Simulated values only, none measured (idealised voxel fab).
A process module follows: voxel ribs on slabs.
Each square cell in cross-section cut measures 5 nm, and the section as a whole is 270 nm wide.
Cross-section spec: square-cell grid; bands listed top down; each band is one or more rows.
Basically the band line says how high the top is and how high the bottom is, in nm, and then what's in it from left to right, every material with its width in nm. Empty space shows up as "empty", and if a single material carries "edge to edge" it runs the full band edge to edge.
Ref level 0: as-received wafer is one material below here. Bottom band extends down with no lower bound ("0 nm and below").
When a width is written as two numbers, as in "30..40", the first number is the width in the top row of cells of the band and the second is the width in its bottom row, and the width changes by the same amount from each row to the next.
Reading "nothing changed" for a step: not a cell of the cross-section changed in it.
"Unvented cavities": empty spaces of 8 cells or more with no open way to the top, each given as width x height at distance, distance from the left edge, all in nm.
Post-settings text on a step line: simulator's own remark regarding the step.
"overlay nm" answers the question of how far to the right of plan the mask lay on a step that has a mask, and when it is negative the answer is to the left.
STEPS PLANNED FOR THE PROCESS
1,op RECEIVE | material Si
2,op DIRECTIONAL_DEP | material SiO2 | thk nm 20
3,op DIRECTIONAL_DEP | material polySi | thk nm 20
4,op DIRECTIONAL_DEP | material aC | thk nm 10
5,op PATTERN | tone cover | mask id RIB | material resist | width nm 20 | thk nm 30 | overlay nm 0
6,op DIRECTIONAL_ETCH | etch materials aC | depth nm 10
7,op STRIP | etch materials resist
8,op DIRECTIONAL_ETCH | etch materials polySi | depth nm 15
9,op STRIP | etch materials aC
10,op PATTERN | tone cover | mask id SLAB | material resist | width nm 60 | thk nm 15 | overlay nm 0
11,op DIRECTIONAL_ETCH | etch materials polySi | depth nm 5
12,op STRIP | etch materials resist
13,op FILL_DEP | material SiO2 | thk nm 25
14,op CMP | height nm 55
15,op DIRECTIONAL_DEP | material W | thk nm 5
16,op PATTERN | tone cover | mask id HEATER | material resist | width nm 30 | thk nm 20 | overlay nm 0
17,op DIRECTIONAL_ETCH | etch materials W | depth nm 5
18,op STRIP | etch materials resist
19,op CONFORMAL_DEP | material SiN | thk nm 5
CROSS-SECTION, INCOMING MATERIAL, AFTER STEP 1
* 0 nm and below = Si edge to edge
* Unvented cavities: none
WAFER AT MODULE END, IN SECTION. BEGAN AS ABOVE, PLANNED AS ABOVE, RUN WITH ONE MISTAKE
* 65 nm to 60 nm = empty 115 / SiN 40 / empty 115
* 60 nm to 55 nm = SiN 120 / W 30 / SiN 120
* 55 nm to 35 nm = SiO2 edge to edge
* 35 nm to 30 nm = SiO2 105 / polySi 60 / SiO2 105
* 30 nm to 20 nm = aC edge to edge
* 20 nm to 0 nm = SiO2 edge to edge
* 0 nm and below = Si edge to edge
* Unvented cavities: none
Where did the run depart from the plan? it was found that steps 3 and 4 of the process plan had been performed in exchanged positions
